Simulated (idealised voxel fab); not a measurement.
The process module presented herein is designated voxel wiring stack.
Each square cell in cross-section cut measures 5 nm, and the section as a whole is 185 nm wide.
A cross-section in this document is a grid of square cells, and it is written down as bands, the top band listed before the ones below it; a band is made up of one or more rows of cells.
In this notation a band is specified by the heights of its top and bottom, in that order and in nm, after which its materials appear from left to right, each paired with its width in nm. The word "everywhere" attached to a single material means that material fills the band from edge to edge; the word "empty" stands for empty space.
Heads up on the height convention: 0 is the point under which the incoming wafer is all one material, and the lowest band has no bottom, it just keeps going down, like "from 0 down".
Think of "30 to 40" as a width that walks from the first number to the second as you go down the band, top row to bottom row, taking equal-sized steps from row to row.
Reading "identical to before" for a step: not a cell of the cross-section changed in it.
This entry, "Enclosed empty spaces", enumerates those empty regions of no fewer than 8 cells that possess no open connection to the top. Each region is reported in the form width x height at distance, the distance being taken from the left edge, with all three quantities expressed in nm.
Anything after a step's settings on that line? It's the simulator's own note about the step.
Among the settings permitted on a step's line is "overlay nm"; applied to a step with a mask, it specifies the extent to which the mask lay to the right of its planned position, whereas a negative figure signifies a position to the left.
[Planned step list for the process]
1: RECEIVE [material Si]
2: CONFORMAL_DEP [material SiO2] [thk nm 15]
3: CONFORMAL_DEP [material SiCN] [thk nm 5]
4: DIRECTIONAL_DEP [material SiO2] [thk nm 20]
5: MASKED_ETCH [tone open] [mask id METAL_1] [width nm 30] [pitch nm 60] [etch materials SiO2] [depth nm 20] [overlay nm 0]
6: MASKED_ETCH [tone open] [mask id METAL_1] [width nm 30] [pitch nm 60] [etch materials SiCN] [depth nm 5] [overlay nm 0]
7: CONFORMAL_DEP [material TiN] [thk nm 5]
8: FILL_DEP [material Ru] [thk nm 10]
9: CMP [height nm 40]
10: CONFORMAL_DEP [material SiCN] [thk nm 5]
11: DIRECTIONAL_DEP [material SiO2] [thk nm 25]
12: PATTERN [tone open] [mask id METAL_2] [material resist] [width nm 30] [pitch nm 60] [thk nm 15] [overlay nm 0]
13: DIRECTIONAL_ETCH [etch materials SiO2] [depth nm 15]
14: STRIP [etch materials resist]
15: MASKED_ETCH [tone open] [mask id METAL_2_HOLES] [width nm 15] [pitch nm 60] [etch materials SiO2] [depth nm 10] [overlay nm 0]
16: MASKED_ETCH [tone open] [mask id METAL_2_HOLES] [width nm 15] [pitch nm 60] [etch materials SiCN] [depth nm 5] [overlay nm 0]
17: CONFORMAL_DEP [material TiN] [thk nm 5]
18: FILL_DEP [material Cu] [thk nm 10]
19: CMP [height nm 70]
20: CONFORMAL_DEP [material SiCN] [thk nm 5]
21: DIRECTIONAL_DEP [material SiO2] [thk nm 35]
22: MASKED_ETCH [tone open] [mask id METAL_3_HOLES] [width nm 15] [pitch nm 120] [etch materials SiO2] [depth nm 35] [overlay nm 0]
23: MASKED_ETCH [tone open] [mask id METAL_3] [width nm 30] [pitch nm 60] [etch materials SiO2] [depth nm 20] [overlay nm 0]
24: MASKED_ETCH [tone open] [mask id METAL_3] [width nm 30] [pitch nm 60] [etch materials SiCN] [depth nm 5] [overlay nm 0]
25: CONFORMAL_DEP [material TiN] [thk nm 5]
26: FILL_DEP [material Ru] [thk nm 5]
27: CMP [height nm 110]
28: CONFORMAL_DEP [material SiCN] [thk nm 5]
[The following pertains to the first of two wafers, which was processed as planned]
[Cross-sectional view of the wafer in its as-received condition, corresponding to the state after step 1]
    from 0 down  Si everywhere
    Enclosed empty spaces: none
[Cross-sectional representation of the wafer at the conclusion of step 2]
    from 15 to 0  SiO2 everywhere
    Below 0 it's all the same as before, nothing changed down there.
[Cross-sectional representation of the wafer at the conclusion of step 3]
    from 20 to 15  SiCN everywhere
    Below 15 it's all the same as before, nothing changed down there.
[Cross-sectional representation of the wafer at the conclusion of step 4]
    from 40 to 20  SiO2 everywhere
    Below 20 it's all the same as before, nothing changed down there.
[Cross-sectional representation of the wafer at the conclusion of step 5]
    from 40 to 20  SiO2 (15) | empty (30) | SiO2 (30) | empty (30) | SiO2 (30) | empty (30) | SiO2 (20)
    Below 20 it's all the same as before, nothing changed down there.
[Cross-sectional representation of the wafer at the conclusion of step 6]
    from 40 to 20  SiO2 (15) | empty (30) | SiO2 (30) | empty (30) | SiO2 (30) | empty (30) | SiO2 (20)
    from 20 to 15  SiCN (15) | empty (30) | SiCN (30) | empty (30) | SiCN (30) | empty (30) | SiCN (20)
    Below 15 it's all the same as before, nothing changed down there.
[Cross-sectional representation of the wafer at the conclusion of step 7]
    from 45 to 40  TiN (20) | empty (20) | TiN (40) | empty (20) | TiN (40) | empty (20) | TiN (25)
    from 40 to 20  SiO2 (15) | TiN (5) | empty (20) | TiN (5) | SiO2 (30) | TiN (5) | empty (20) | TiN (5) | SiO2 (30) | TiN (5) | empty (20) | TiN (5) | SiO2 (20)
    from 20 to 15  SiCN (15) | TiN (30) | SiCN (30) | TiN (30) | SiCN (30) | TiN (30) | SiCN (20)
    Below 15 it's all the same as before, nothing changed down there.
[Cross-sectional representation of the wafer at the conclusion of step 8]
    from 55 to 45  Ru everywhere
    from 45 to 40  TiN (20) | Ru (20) | TiN (40) | Ru (20) | TiN (40) | Ru (20) | TiN (25)
    from 40 to 20  SiO2 (15) | TiN (5) | Ru (20) | TiN (5) | SiO2 (30) | TiN (5) | Ru (20) | TiN (5) | SiO2 (30) | TiN (5) | Ru (20) | TiN (5) | SiO2 (20)
    Below 20 it's all the same as before, nothing changed down there.
[Cross-sectional representation of the wafer at the conclusion of step 9]
    from 40 to 20  SiO2 (15) | TiN (5) | Ru (20) | TiN (5) | SiO2 (30) | TiN (5) | Ru (20) | TiN (5) | SiO2 (30) | TiN (5) | Ru (20) | TiN (5) | SiO2 (20)
    Below 20 it's all the same as before, nothing changed down there.
[Cross-sectional representation of the wafer at the conclusion of step 10]
    from 45 to 40  SiCN everywhere
    Below 40 it's all the same as before, nothing changed down there.
[Cross-sectional representation of the wafer at the conclusion of step 11]
    from 70 to 45  SiO2 everywhere
    Below 45 it's all the same as before, nothing changed down there.
[Cross-sectional representation of the wafer at the conclusion of step 12]
    from 85 to 70  resist (15) | empty (30) | resist (30) | empty (30) | resist (30) | empty (30) | resist (20)
    Below 70 it's all the same as before, nothing changed down there.
[Cross-sectional representation of the wafer at the conclusion of step 13]
    from 85 to 70  resist (15) | empty (30) | resist (30) | empty (30) | resist (30) | empty (30) | resist (20)
    from 70 to 55  SiO2 (15) | empty (30) | SiO2 (30) | empty (30) | SiO2 (30) | empty (30) | SiO2 (20)
    Below 55 it's all the same as before, nothing changed down there.
[Cross-sectional representation of the wafer at the conclusion of step 14]
    from 70 to 55  SiO2 (15) | empty (30) | SiO2 (30) | empty (30) | SiO2 (30) | empty (30) | SiO2 (20)
    Below 55 it's all the same as before, nothing changed down there.
[Cross-sectional representation of the wafer at the conclusion of step 15]
    from 70 to 55  SiO2 (15) | empty (30) | SiO2 (30) | empty (30) | SiO2 (30) | empty (30) | SiO2 (20)
    from 55 to 45  SiO2 (15) | empty (15) | SiO2 (45) | empty (15) | SiO2 (45) | empty (15) | SiO2 (35)
    Below 45 it's all the same as before, nothing changed down there.
[Cross-sectional representation of the wafer at the conclusion of step 16]
    from 70 to 55  SiO2 (15) | empty (30) | SiO2 (30) | empty (30) | SiO2 (30) | empty (30) | SiO2 (20)
    from 55 to 45  SiO2 (15) | empty (15) | SiO2 (45) | empty (15) | SiO2 (45) | empty (15) | SiO2 (35)
    from 45 to 40  SiCN (15) | empty (15) | SiCN (45) | empty (15) | SiCN (45) | empty (15) | SiCN (35)
    Below 40 it's all the same as before, nothing changed down there.
[Cross-sectional representation of the wafer at the conclusion of step 17]
    from 75 to 70  TiN (20) | empty (20) | TiN (40) | empty (20) | TiN (40) | empty (20) | TiN (25)
    from 70 to 60  SiO2 (15) | TiN (5) | empty (20) | TiN (5) | SiO2 (30) | TiN (5) | empty (20) | TiN (5) | SiO2 (30) | TiN (5) | empty (20) | TiN (5) | SiO2 (20)
    from 60 to 55  SiO2 (15) | TiN (5) | empty (5) | TiN (20) | SiO2 (30) | TiN (5) | empty (5) | TiN (20) | SiO2 (30) | TiN (5) | empty (5) | TiN (20) | SiO2 (20)
    from 55 to 45  SiO2 (15) | TiN (5) | empty (5) | TiN (5) | SiO2 (45) | TiN (5) | empty (5) | TiN (5) | SiO2 (45) | TiN (5) | empty (5) | TiN (5) | SiO2 (35)
    from 45 to 40  SiCN (15) | TiN (15) | SiCN (45) | TiN (15) | SiCN (45) | TiN (15) | SiCN (35)
    Below 40 it's all the same as before, nothing changed down there.
[Cross-sectional representation of the wafer at the conclusion of step 18]
    from 85 to 75  Cu everywhere
    from 75 to 70  TiN (20) | Cu (20) | TiN (40) | Cu (20) | TiN (40) | Cu (20) | TiN (25)
    from 70 to 60  SiO2 (15) | TiN (5) | Cu (20) | TiN (5) | SiO2 (30) | TiN (5) | Cu (20) | TiN (5) | SiO2 (30) | TiN (5) | Cu (20) | TiN (5) | SiO2 (20)
    from 60 to 55  SiO2 (15) | TiN (5) | Cu (5) | TiN (20) | SiO2 (30) | TiN (5) | Cu (5) | TiN (20) | SiO2 (30) | TiN (5) | Cu (5) | TiN (20) | SiO2 (20)
    from 55 to 45  SiO2 (15) | TiN (5) | Cu (5) | TiN (5) | SiO2 (45) | TiN (5) | Cu (5) | TiN (5) | SiO2 (45) | TiN (5) | Cu (5) | TiN (5) | SiO2 (35)
    Below 45 it's all the same as before, nothing changed down there.
[Cross-sectional representation of the wafer at the conclusion of step 19]
    from 70 to 60  SiO2 (15) | TiN (5) | Cu (20) | TiN (5) | SiO2 (30) | TiN (5) | Cu (20) | TiN (5) | SiO2 (30) | TiN (5) | Cu (20) | TiN (5) | SiO2 (20)
    Below 60 it's all the same as before, nothing changed down there.
[Cross-sectional representation of the wafer at the conclusion of step 20]
    from 75 to 70  SiCN everywhere
    Below 70 it's all the same as before, nothing changed down there.
[Cross-sectional representation of the wafer at the conclusion of step 21]
    from 110 to 75  SiO2 everywhere
    Below 75 it's all the same as before, nothing changed down there.
[Cross-sectional representation of the wafer at the conclusion of step 22]
    from 110 to 75  SiO2 (15) | empty (15) | SiO2 (105) | empty (15) | SiO2 (35)
    Below 75 it's all the same as before, nothing changed down there.
[Cross-sectional representation of the wafer at the conclusion of step 23]
    from 110 to 90  SiO2 (15) | empty (30) | SiO2 (30) | empty (30) | SiO2 (30) | empty (30) | SiO2 (20)
    Below 90 it's all the same as before, nothing changed down there.
[Cross-sectional representation of the wafer at the conclusion of step 24]
    from 110 to 90  SiO2 (15) | empty (30) | SiO2 (30) | empty (30) | SiO2 (30) | empty (30) | SiO2 (20)
    from 90 to 75  SiO2 (15) | empty (15) | SiO2 (105) | empty (15) | SiO2 (35)
    from 75 to 70  SiCN (15) | empty (15) | SiCN (105) | empty (15) | SiCN (35)
    Below 70 it's all the same as before, nothing changed down there.
[Cross-sectional representation of the wafer at the conclusion of step 25]
    from 115 to 110  TiN (20) | empty (20) | TiN (40) | empty (20) | TiN (40) | empty (20) | TiN (25)
    from 110 to 95  SiO2 (15) | TiN (5) | empty (20) | TiN (5) | SiO2 (30) | TiN (5) | empty (20) | TiN (5) | SiO2 (30) | TiN (5) | empty (20) | TiN (5) | SiO2 (20)
    from 95 to 90  SiO2 (15) | TiN (5) | empty (5) | TiN (20) | SiO2 (30) | TiN (30) | SiO2 (30) | TiN (5) | empty (5) | TiN (20) | SiO2 (20)
    from 90 to 75  SiO2 (15) | TiN (5) | empty (5) | TiN (5) | SiO2 (105) | TiN (5) | empty (5) | TiN (5) | SiO2 (35)
    from 75 to 70  SiCN (15) | TiN (15) | SiCN (105) | TiN (15) | SiCN (35)
    Below 70 it's all the same as before, nothing changed down there.
[Cross-sectional representation of the wafer at the conclusion of step 26]
    from 120 to 115  Ru everywhere
    from 115 to 110  TiN (20) | Ru (20) | TiN (40) | Ru (20) | TiN (40) | Ru (20) | TiN (25)
    from 110 to 95  SiO2 (15) | TiN (5) | Ru (20) | TiN (5) | SiO2 (30) | TiN (5) | Ru (20) | TiN (5) | SiO2 (30) | TiN (5) | Ru (20) | TiN (5) | SiO2 (20)
    from 95 to 90  SiO2 (15) | TiN (5) | Ru (5) | TiN (20) | SiO2 (30) | TiN (30) | SiO2 (30) | TiN (5) | Ru (5) | TiN (20) | SiO2 (20)
    from 90 to 75  SiO2 (15) | TiN (5) | Ru (5) | TiN (5) | SiO2 (105) | TiN (5) | Ru (5) | TiN (5) | SiO2 (35)
    Below 75 it's all the same as before, nothing changed down there.
[Cross-sectional representation of the wafer at the conclusion of step 27]
    from 110 to 95  SiO2 (15) | TiN (5) | Ru (20) | TiN (5) | SiO2 (30) | TiN (5) | Ru (20) | TiN (5) | SiO2 (30) | TiN (5) | Ru (20) | TiN (5) | SiO2 (20)
    Below 95 it's all the same as before, nothing changed down there.
[Cross-sectional representation of the wafer at the conclusion of step 28]
    from 115 to 110  SiCN everywhere
    Below 110 it's all the same as before, nothing changed down there.
[Regarding the second of the two wafers: it shared the first wafer's starting condition and process plan, yet one error occurred during its execution. Its history coincides with that of the first wafer up to and including step 1]
[Second wafer at the planned finish of step 2, seen in cross-section]
    from 5 to 0  SiCN everywhere
    Below 0 it's all the same as before, nothing changed down there.
[Second wafer at the planned finish of step 3, seen in cross-section]
    from 20 to 5  SiO2 everywhere
    Below 5 it's all the same as before, nothing changed down there.
[Second wafer at the planned finish of step 4, seen in cross-section]
    from 40 to 5  SiO2 everywhere
    Below 5 it's all the same as before, nothing changed down there.
[Second wafer at the planned finish of step 5, seen in cross-section]
    from 40 to 20  SiO2 (15) | empty (30) | SiO2 (30) | empty (30) | SiO2 (30) | empty (30) | SiO2 (20)
    Below 20 it's all the same as before, nothing changed down there.
Second wafer at the planned finish of step 6, seen in cross-section: identical to before
[Second wafer at the planned finish of step 7, seen in cross-section]
    from 45 to 40  TiN (20) | empty (20) | TiN (40) | empty (20) | TiN (40) | empty (20) | TiN (25)
    from 40 to 25  SiO2 (15) | TiN (5) | empty (20) | TiN (5) | SiO2 (30) | TiN (5) | empty (20) | TiN (5) | SiO2 (30) | TiN (5) | empty (20) | TiN (5) | SiO2 (20)
    from 25 to 20  SiO2 (15) | TiN (30) | SiO2 (30) | TiN (30) | SiO2 (30) | TiN (30) | SiO2 (20)
    Below 20 it's all the same as before, nothing changed down there.
[Second wafer at the planned finish of step 8, seen in cross-section]
    from 55 to 45  Ru everywhere
    from 45 to 40  TiN (20) | Ru (20) | TiN (40) | Ru (20) | TiN (40) | Ru (20) | TiN (25)
    from 40 to 25  SiO2 (15) | TiN (5) | Ru (20) | TiN (5) | SiO2 (30) | TiN (5) | Ru (20) | TiN (5) | SiO2 (30) | TiN (5) | Ru (20) | TiN (5) | SiO2 (20)
    Below 25 it's all the same as before, nothing changed down there.
[Second wafer at the planned finish of step 9, seen in cross-section]
    from 40 to 25  SiO2 (15) | TiN (5) | Ru (20) | TiN (5) | SiO2 (30) | TiN (5) | Ru (20) | TiN (5) | SiO2 (30) | TiN (5) | Ru (20) | TiN (5) | SiO2 (20)
    Below 25 it's all the same as before, nothing changed down there.
[Second wafer at the planned finish of step 10, seen in cross-section]
    from 45 to 40  SiCN everywhere
    Below 40 it's all the same as before, nothing changed down there.
[Second wafer at the planned finish of step 11, seen in cross-section]
    from 70 to 45  SiO2 everywhere
    Below 45 it's all the same as before, nothing changed down there.
[Second wafer at the planned finish of step 12, seen in cross-section]
    from 85 to 70  resist (15) | empty (30) | resist (30) | empty (30) | resist (30) | empty (30) | resist (20)
    Below 70 it's all the same as before, nothing changed down there.
[Second wafer at the planned finish of step 13, seen in cross-section]
    from 85 to 70  resist (15) | empty (30) | resist (30) | empty (30) | resist (30) | empty (30) | resist (20)
    from 70 to 55  SiO2 (15) | empty (30) | SiO2 (30) | empty (30) | SiO2 (30) | empty (30) | SiO2 (20)
    Below 55 it's all the same as before, nothing changed down there.
[Second wafer at the planned finish of step 14, seen in cross-section]
    from 70 to 55  SiO2 (15) | empty (30) | SiO2 (30) | empty (30) | SiO2 (30) | empty (30) | SiO2 (20)
    Below 55 it's all the same as before, nothing changed down there.
[Second wafer at the planned finish of step 15, seen in cross-section]
    from 70 to 55  SiO2 (15) | empty (30) | SiO2 (30) | empty (30) | SiO2 (30) | empty (30) | SiO2 (20)
    from 55 to 45  SiO2 (15) | empty (15) | SiO2 (45) | empty (15) | SiO2 (45) | empty (15) | SiO2 (35)
    Below 45 it's all the same as before, nothing changed down there.
[Second wafer at the planned finish of step 16, seen in cross-section]
    from 70 to 55  SiO2 (15) | empty (30) | SiO2 (30) | empty (30) | SiO2 (30) | empty (30) | SiO2 (20)
    from 55 to 45  SiO2 (15) | empty (15) | SiO2 (45) | empty (15) | SiO2 (45) | empty (15) | SiO2 (35)
    from 45 to 40  SiCN (15) | empty (15) | SiCN (45) | empty (15) | SiCN (45) | empty (15) | SiCN (35)
    Below 40 it's all the same as before, nothing changed down there.
[Second wafer at the planned finish of step 17, seen in cross-section]
    from 75 to 70  TiN (20) | empty (20) | TiN (40) | empty (20) | TiN (40) | empty (20) | TiN (25)
    from 70 to 60  SiO2 (15) | TiN (5) | empty (20) | TiN (5) | SiO2 (30) | TiN (5) | empty (20) | TiN (5) | SiO2 (30) | TiN (5) | empty (20) | TiN (5) | SiO2 (20)
    from 60 to 55  SiO2 (15) | TiN (5) | empty (5) | TiN (20) | SiO2 (30) | TiN (5) | empty (5) | TiN (20) | SiO2 (30) | TiN (5) | empty (5) | TiN (20) | SiO2 (20)
    from 55 to 45  SiO2 (15) | TiN (5) | empty (5) | TiN (5) | SiO2 (45) | TiN (5) | empty (5) | TiN (5) | SiO2 (45) | TiN (5) | empty (5) | TiN (5) | SiO2 (35)
    from 45 to 40  SiCN (15) | TiN (15) | SiCN (45) | TiN (15) | SiCN (45) | TiN (15) | SiCN (35)
    Below 40 it's all the same as before, nothing changed down there.
[Second wafer at the planned finish of step 18, seen in cross-section]
    from 85 to 75  Cu everywhere
    from 75 to 70  TiN (20) | Cu (20) | TiN (40) | Cu (20) | TiN (40) | Cu (20) | TiN (25)
    from 70 to 60  SiO2 (15) | TiN (5) | Cu (20) | TiN (5) | SiO2 (30) | TiN (5) | Cu (20) | TiN (5) | SiO2 (30) | TiN (5) | Cu (20) | TiN (5) | SiO2 (20)
    from 60 to 55  SiO2 (15) | TiN (5) | Cu (5) | TiN (20) | SiO2 (30) | TiN (5) | Cu (5) | TiN (20) | SiO2 (30) | TiN (5) | Cu (5) | TiN (20) | SiO2 (20)
    from 55 to 45  SiO2 (15) | TiN (5) | Cu (5) | TiN (5) | SiO2 (45) | TiN (5) | Cu (5) | TiN (5) | SiO2 (45) | TiN (5) | Cu (5) | TiN (5) | SiO2 (35)
    Below 45 it's all the same as before, nothing changed down there.
[Second wafer at the planned finish of step 19, seen in cross-section]
    from 70 to 60  SiO2 (15) | TiN (5) | Cu (20) | TiN (5) | SiO2 (30) | TiN (5) | Cu (20) | TiN (5) | SiO2 (30) | TiN (5) | Cu (20) | TiN (5) | SiO2 (20)
    Below 60 it's all the same as before, nothing changed down there.
[Second wafer at the planned finish of step 20, seen in cross-section]
    from 75 to 70  SiCN everywhere
    Below 70 it's all the same as before, nothing changed down there.
[Second wafer at the planned finish of step 21, seen in cross-section]
    from 110 to 75  SiO2 everywhere
    Below 75 it's all the same as before, nothing changed down there.
[Second wafer at the planned finish of step 22, seen in cross-section]
    from 110 to 75  SiO2 (15) | empty (15) | SiO2 (105) | empty (15) | SiO2 (35)
    Below 75 it's all the same as before, nothing changed down there.
[Second wafer at the planned finish of step 23, seen in cross-section]
    from 110 to 90  SiO2 (15) | empty (30) | SiO2 (30) | empty (30) | SiO2 (30) | empty (30) | SiO2 (20)
    Below 90 it's all the same as before, nothing changed down there.
[Second wafer at the planned finish of step 24, seen in cross-section]
    from 110 to 90  SiO2 (15) | empty (30) | SiO2 (30) | empty (30) | SiO2 (30) | empty (30) | SiO2 (20)
    from 90 to 75  SiO2 (15) | empty (15) | SiO2 (105) | empty (15) | SiO2 (35)
    from 75 to 70  SiCN (15) | empty (15) | SiCN (105) | empty (15) | SiCN (35)
    Below 70 it's all the same as before, nothing changed down there.
[Second wafer at the planned finish of step 25, seen in cross-section]
    from 115 to 110  TiN (20) | empty (20) | TiN (40) | empty (20) | TiN (40) | empty (20) | TiN (25)
    from 110 to 95  SiO2 (15) | TiN (5) | empty (20) | TiN (5) | SiO2 (30) | TiN (5) | empty (20) | TiN (5) | SiO2 (30) | TiN (5) | empty (20) | TiN (5) | SiO2 (20)
    from 95 to 90  SiO2 (15) | TiN (5) | empty (5) | TiN (20) | SiO2 (30) | TiN (30) | SiO2 (30) | TiN (5) | empty (5) | TiN (20) | SiO2 (20)
    from 90 to 75  SiO2 (15) | TiN (5) | empty (5) | TiN (5) | SiO2 (105) | TiN (5) | empty (5) | TiN (5) | SiO2 (35)
    from 75 to 70  SiCN (15) | TiN (15) | SiCN (105) | TiN (15) | SiCN (35)
    Below 70 it's all the same as before, nothing changed down there.
[Second wafer at the planned finish of step 26, seen in cross-section]
    from 120 to 115  Ru everywhere
    from 115 to 110  TiN (20) | Ru (20) | TiN (40) | Ru (20) | TiN (40) | Ru (20) | TiN (25)
    from 110 to 95  SiO2 (15) | TiN (5) | Ru (20) | TiN (5) | SiO2 (30) | TiN (5) | Ru (20) | TiN (5) | SiO2 (30) | TiN (5) | Ru (20) | TiN (5) | SiO2 (20)
    from 95 to 90  SiO2 (15) | TiN (5) | Ru (5) | TiN (20) | SiO2 (30) | TiN (30) | SiO2 (30) | TiN (5) | Ru (5) | TiN (20) | SiO2 (20)
    from 90 to 75  SiO2 (15) | TiN (5) | Ru (5) | TiN (5) | SiO2 (105) | TiN (5) | Ru (5) | TiN (5) | SiO2 (35)
    Below 75 it's all the same as before, nothing changed down there.
[Second wafer at the planned finish of step 27, seen in cross-section]
    from 110 to 95  SiO2 (15) | TiN (5) | Ru (20) | TiN (5) | SiO2 (30) | TiN (5) | Ru (20) | TiN (5) | SiO2 (30) | TiN (5) | Ru (20) | TiN (5) | SiO2 (20)
    Below 95 it's all the same as before, nothing changed down there.
[Second wafer at the planned finish of step 28, seen in cross-section]
    from 115 to 110  SiCN everywhere
    Below 110 it's all the same as before, nothing changed down there.
Error vs. plan: transposition of steps 2 and 3 relative to the planned sequence
Upon completion, the second wafer contains, in terms of cells, a greater or smaller amount of certain materials than the first wafer: Ru -12; SiCN +18; TiN -6
